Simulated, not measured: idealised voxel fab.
process module | voxel wiring stack
Displayed cross-section: cut, width of 285 nm, square cells sized 5 nm.
Notation: cross-section as square-cell grid; stated in bands, top first, going down; one or more cell rows per band. Top, bottom (nm), then materials left to right with widths (nm); lone material tagged "throughout" fills the whole band edge to edge; "empty" = empty space. The reference from which all heights are counted is 0, the level beneath which the as-received wafer is entirely one material; the lowest band, having no lower bound, proceeds downward and is written after the example "0..down". You'd read "30 to 40" like this: the band's top row of cells is as wide as the first number, its bottom row is as wide as the second, and going down, every row changes width by the same amount as the row before did. The cross-section has no changed cell in any step marked "same as before". The label "Closed empty spaces" introduces a list of the empty spaces, 8 cells or larger, that have no open way up to the top; each entry in it reads width x height at distance, where the distance is taken from the left edge and all three are stated in nm. It should be noted that, on the line of a given step, the content following the step's settings is a remark produced by the simulator itself with respect to that step. A step line may carry the setting "overlay nm", which, for steps involving a mask, states the distance by which the mask lay to the right of its intended position; negative values denote displacement to the left.

The process steps that were planned are listed below
1: op RECEIVE | material Si
2: op CONFORMAL_DEP | material SiO2 | thk nm 15
3: op DIRECTIONAL_DEP | material TiN | thk nm 5
4: op DIRECTIONAL_DEP | material Ru | thk nm 15
5: op PATTERN | tone cover | mask id METAL_1 | material resist | width nm 25 | pitch nm 40 | thk nm 20 | overlay nm 0
6: op DIRECTIONAL_ETCH | etch materials Ru | depth nm 15
7: op DIRECTIONAL_ETCH | etch materials TiN | depth nm 5
8: op STRIP | etch materials resist
9: op CONFORMAL_DEP | material SiCN | thk nm 5
10: op FILL_DEP | material SiO2 | thk nm 10
11: op CMP | height nm 35
12: op CONFORMAL_DEP | material SiCN | thk nm 5
13: op DIRECTIONAL_DEP | material SiO2 | thk nm 25
14: op PATTERN | tone open | mask id METAL_2_HOLES | material resist | width nm 15 | pitch nm 40 | thk nm 20 | overlay nm 0
15: op DIRECTIONAL_ETCH | etch materials SiO2 | depth nm 25
16: op STRIP | etch materials resist
17: op DIRECTIONAL_DEP | material aC | thk nm 10
18: op PATTERN | tone open | mask id METAL_2 | material resist | width nm 25 | pitch nm 40 | thk nm 25 | overlay nm 0
19: op DIRECTIONAL_ETCH | etch materials aC | depth nm 10
20: op STRIP | etch materials resist
21: op DIRECTIONAL_ETCH | etch materials SiO2 | depth nm 15
22: op DIRECTIONAL_ETCH | etch materials SiCN | depth nm 5
23: op STRIP | etch materials aC
24: op CONFORMAL_DEP | material TiN | thk nm 5
25: op FILL_DEP | material Ru | thk nm 10
26: op CMP | height nm 65
27: op CONFORMAL_DEP | material SiN | thk nm 5

Delivered wafer in cross-section: state after step 1
	0..down | Si throughout
	Closed empty spaces: none

Result of the module, cross-sectioned: start per above, plan per above, one error in how it was run
	70..65 | SiN throughout
	65..55 | 90 of SiO2, then 5 of TiN, then 5 of Ru, then 5 of TiN, then 25 of SiO2, then 5 of TiN, then 5 of Ru, then 5 of TiN, then 25 of SiO2, then 5 of TiN, then 5 of Ru, then 5 of TiN, then 100 of SiO2
	55..50 | 90 of SiCN, then 15 of TiN, then 25 of SiCN, then 15 of TiN, then 25 of SiCN, then 15 of TiN, then 100 of SiCN
	50..40 | SiO2 throughout
	40..35 | 85 of SiO2, then 35 of SiCN, then 5 of SiO2, then 35 of SiCN, then 5 of SiO2, then 35 of SiCN, then 85 of SiO2
	35..20 | 85 of SiO2, then 5 of SiCN, then 25 of Ru, then 5 of SiCN, then 5 of SiO2, then 5 of SiCN, then 25 of Ru, then 5 of SiCN, then 5 of SiO2, then 5 of SiCN, then 25 of Ru, then 5 of SiCN, then 85 of SiO2
	20..15 | 90 of SiCN, then 25 of TiN, then 15 of SiCN, then 25 of TiN, then 15 of SiCN, then 25 of TiN, then 90 of SiCN
	15..0 | SiO2 throughout
	0..down | Si throughout
	Closed empty spaces: none
Heads up, the wafer didn't run the way we planned it: heads up, step 11 of the plan was skipped and never actually ran
